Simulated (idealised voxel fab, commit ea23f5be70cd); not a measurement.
The process module that follows is named voxel gate over fins.
Square cells of 5 nm make up the cross-section cut, whose width is 270 nm.
Cross-section format: a grid of square cells, given as bands from top to bottom; each band is one or more rows of cells.
Heads up on the band format: heights come first, top then bottom, in nm. After that it's the materials left to right, each with its width in nm. A single material flagged "edge to edge" fills the whole band edge to edge, and "empty" means there's empty space there.
A quick word on heights: they are counted from 0, and under that level the wafer as it came to us is one material throughout. The lowest band is different from the rest in having no bottom; it simply continues downward, written as in "0 and below".
Per-row width for "30->40": begins at first number (top row of band), ends at second number (bottom row), increment between rows held constant.
"no alteration" for a step: no cell of the cross-section changed in that step.
"Closed void roster" - sealed voids, min. 8 cells, no opening to top; format: width x height at distance (distance from left edge; nm throughout).
Text after the settings on a step's line: the simulator's own remark on that step.
A step's line can hold "overlay nm"; with a mask on that step, the setting says how far right of the planned place the mask lay, while a negative setting says it lay to the left.
THE PROCESS STEPS THAT WERE PLANNED ARE LISTED BELOW
1 RECEIVE: material Si
2 CONFORMAL_DEP: material SiN, thk nm 10
3 DIRECTIONAL_DEP: material aC, thk nm 15
4 PATTERN: tone cover, mask id FINS, material resist, width nm 15, pitch nm 45, thk nm 30, overlay nm 0
5 DIRECTIONAL_ETCH: etch materials aC, depth nm 15
6 STRIP: etch materials resist
7 DIRECTIONAL_ETCH: etch materials SiN, depth nm 10
8 DIRECTIONAL_ETCH: etch materials Si, depth nm 30
9 STRIP: etch materials aC
10 FILL_DEP: material SiO2, thk nm 10
11 CMP: height nm 10
12 SELECTIVE_ETCH: etch materials SiO2, depth nm 25
13 STRIP: etch materials SiN
14 CONFORMAL_DEP: material HfO2, thk nm 5
15 CONFORMAL_DEP: material TiN, thk nm 5
16 FILL_DEP: material W, thk nm 10
17 CMP: height nm 15
18 CONFORMAL_DEP: material SiCN, thk nm 10
INCOMING WAFER IN CROSS-SECTION (STATE: AFTER STEP 1)
0 and below = Si edge to edge
Closed void roster: none
POST-MODULE CROSS-SECTION OF THE FIRST OF TWO WAFERS (RUN PER PLAN)
25 down to 15 = SiCN edge to edge
15 down to 10 = W edge to edge
10 down to 5 = 50 nm W; 35 nm TiN; 10 nm W; 35 nm TiN; 10 nm W; 35 nm TiN; 10 nm W; 35 nm TiN; 50 nm W
5 down to 0 = 50 nm W; 5 nm TiN; 25 nm HfO2; 5 nm TiN; 10 nm W; 5 nm TiN; 25 nm HfO2; 5 nm TiN; 10 nm W; 5 nm TiN; 25 nm HfO2; 5 nm TiN; 10 nm W; 5 nm TiN; 25 nm HfO2; 5 nm TiN; 50 nm W
0 down to -5 = 50 nm W; 5 nm TiN; 5 nm HfO2; 15 nm Si; 5 nm HfO2; 5 nm TiN; 10 nm W; 5 nm TiN; 5 nm HfO2; 15 nm Si; 5 nm HfO2; 5 nm TiN; 10 nm W; 5 nm TiN; 5 nm HfO2; 15 nm Si; 5 nm HfO2; 5 nm TiN; 10 nm W; 5 nm TiN; 5 nm HfO2; 15 nm Si; 5 nm HfO2; 5 nm TiN; 50 nm W
-5 down to -10 = 55 nm TiN; 5 nm HfO2; 15 nm Si; 5 nm HfO2; 20 nm TiN; 5 nm HfO2; 15 nm Si; 5 nm HfO2; 20 nm TiN; 5 nm HfO2; 15 nm Si; 5 nm HfO2; 20 nm TiN; 5 nm HfO2; 15 nm Si; 5 nm HfO2; 55 nm TiN
-10 down to -15 = 60 nm HfO2; 15 nm Si; 30 nm HfO2; 15 nm Si; 30 nm HfO2; 15 nm Si; 30 nm HfO2; 15 nm Si; 60 nm HfO2
-15 down to -30 = 60 nm SiO2; 15 nm Si; 30 nm SiO2; 15 nm Si; 30 nm SiO2; 15 nm Si; 30 nm SiO2; 15 nm Si; 60 nm SiO2
-30 and below = Si edge to edge
Closed void roster: none
WHAT THE SECOND WAFER LOOKS LIKE IN CROSS-SECTION ONCE THE MODULE IS DONE. ITS START AND ITS PLAN MATCHED THE FIRST WAFER'S EXACTLY; WHAT DIFFERED WAS ONE MISTAKE IN HOW IT WAS RUN
25 down to 15 = SiCN edge to edge
15 down to 10 = W edge to edge
10 down to 5 = 50 nm W; 35 nm TiN; 10 nm W; 35 nm TiN; 10 nm W; 35 nm TiN; 10 nm W; 35 nm TiN; 50 nm W
5 down to 0 = 50 nm W; 5 nm TiN; 25 nm SiO2; 5 nm TiN; 10 nm W; 5 nm TiN; 25 nm SiO2; 5 nm TiN; 10 nm W; 5 nm TiN; 25 nm SiO2; 5 nm TiN; 10 nm W; 5 nm TiN; 25 nm SiO2; 5 nm TiN; 50 nm W
0 down to -5 = 50 nm W; 5 nm TiN; 5 nm SiO2; 15 nm Si; 5 nm SiO2; 5 nm TiN; 10 nm W; 5 nm TiN; 5 nm SiO2; 15 nm Si; 5 nm SiO2; 5 nm TiN; 10 nm W; 5 nm TiN; 5 nm SiO2; 15 nm Si; 5 nm SiO2; 5 nm TiN; 10 nm W; 5 nm TiN; 5 nm SiO2; 15 nm Si; 5 nm SiO2; 5 nm TiN; 50 nm W
-5 down to -10 = 55 nm TiN; 5 nm SiO2; 15 nm Si; 5 nm SiO2; 20 nm TiN; 5 nm SiO2; 15 nm Si; 5 nm SiO2; 20 nm TiN; 5 nm SiO2; 15 nm Si; 5 nm SiO2; 20 nm TiN; 5 nm SiO2; 15 nm Si; 5 nm SiO2; 55 nm TiN
-10 down to -30 = 60 nm SiO2; 15 nm Si; 30 nm SiO2; 15 nm Si; 30 nm SiO2; 15 nm Si; 30 nm SiO2; 15 nm Si; 60 nm SiO2
-30 and below = Si edge to edge
Closed void roster: none
Misprocessing identified: step 14 was not run as planned; what actually ran was CONFORMAL_DEP: material SiO2, thk nm 5
Count the cells at the end and the second wafer has more or fewer of some materials than the first: 78 fewer of HfO2 | 78 more of SiO2
